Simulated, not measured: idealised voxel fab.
Herein follows the process module entitled voxel self aligned contacts.
Cross-section cut spans 225 nm and uses square cells 5 nm in size.
Reading order for cross-sections: top band down to bottom band. Underlying form: a grid of square cells. Band size: one or more rows of cells. Heights first: top, then bottom, in nm. Then materials, left to right, each with a width in nm. "all across" on a single material: fills the band edge to edge. "empty": empty space. For the purposes of this specification, 0 denotes the height below which the wafer in its as-received condition is composed wholly of one material, and the lowermost band, lacking a lower limit, extends downward without end, as expressed in "0 down". You'd read "30 to 40" like this: the band's top row of cells is as wide as the first number, its bottom row is as wide as the second, and going down, every row changes width by the same amount as the row before did. Step marked "nothing different"? Then no cell in the cross-section changed in it. In "Internal closed voids" the enclosed voids are listed, meaning empty spaces of 8 cells or larger without any opening to the top. The form is width x height at distance, distance from the left edge, units nm. Past the settings on a step's line: simulator remark, on that step. Among the settings permitted on a step's line is "overlay nm"; applied to a step with a mask, it specifies the extent to which the mask lay to the right of its planned position, whereas a negative figure signifies a position to the left.

The following list gives the planned process steps:
1: RECEIVE with material Si
2: CONFORMAL_DEP with material SiO2, thk nm 5
3: DIRECTIONAL_DEP with material polySi, thk nm 25
4: DIRECTIONAL_DEP with material SiN, thk nm 15
5: PATTERN with tone cover, mask id GATE, material resist, width nm 35, pitch nm 60, thk nm 15, overlay nm 0
6: DIRECTIONAL_ETCH with etch materials SiN, depth nm 15
7: DIRECTIONAL_ETCH with etch materials polySi, depth nm 25
8: STRIP with etch materials resist
9: CONFORMAL_DEP with material SiN, thk nm 5
10: DIRECTIONAL_ETCH with etch materials SiN, depth nm 5
11: FILL_DEP with material SiO2, thk nm 20
12: CMP with height nm 55
13: MASKED_ETCH with tone open, mask id CONTACT, width nm 35, etch materials SiO2, depth nm 55, overlay nm 0
14: CONFORMAL_DEP with material TiN, thk nm 5
15: FILL_DEP with material Ru, thk nm 5
16: CMP with height nm 55
17: CONFORMAL_DEP with material SiN, thk nm 5

Incoming wafer in cross-section (state: after step 1):
    0 down | Si all across
    Internal closed voids: none

End state of the module in cross-section, given the above starting point and plan and one mistake in execution:
    60 to 55 | SiN all across
    55 to 45 | SiO2: 95 to 60, TiN: 15 to 50, Ru: 5, TiN: 15 to 50, SiO2: 95 to 60
    45 to 30 | SiO2: 60, TiN: 5, SiN: 35, TiN: 10, Ru: 5, TiN: 10, SiN: 35, TiN: 5, SiO2: 60
    30 to 15 | SiO2: 60, TiN: 5, polySi: 35, TiN: 10, Ru: 5, TiN: 10, polySi: 35, TiN: 5, SiO2: 60
    15 to 10 | SiO2: 60, TiN: 5, polySi: 35, TiN: 25, polySi: 35, TiN: 5, SiO2: 60
    10 to 5 | TiN: 65, polySi: 35, TiN: 25, polySi: 35, TiN: 65
    5 to 0 | SiO2 all across
    0 down | Si all across
    Internal closed voids: none
what went wrong: step 9 did not use the planned setting and instead ran as CONFORMAL_DEP with material TiN, thk nm 5
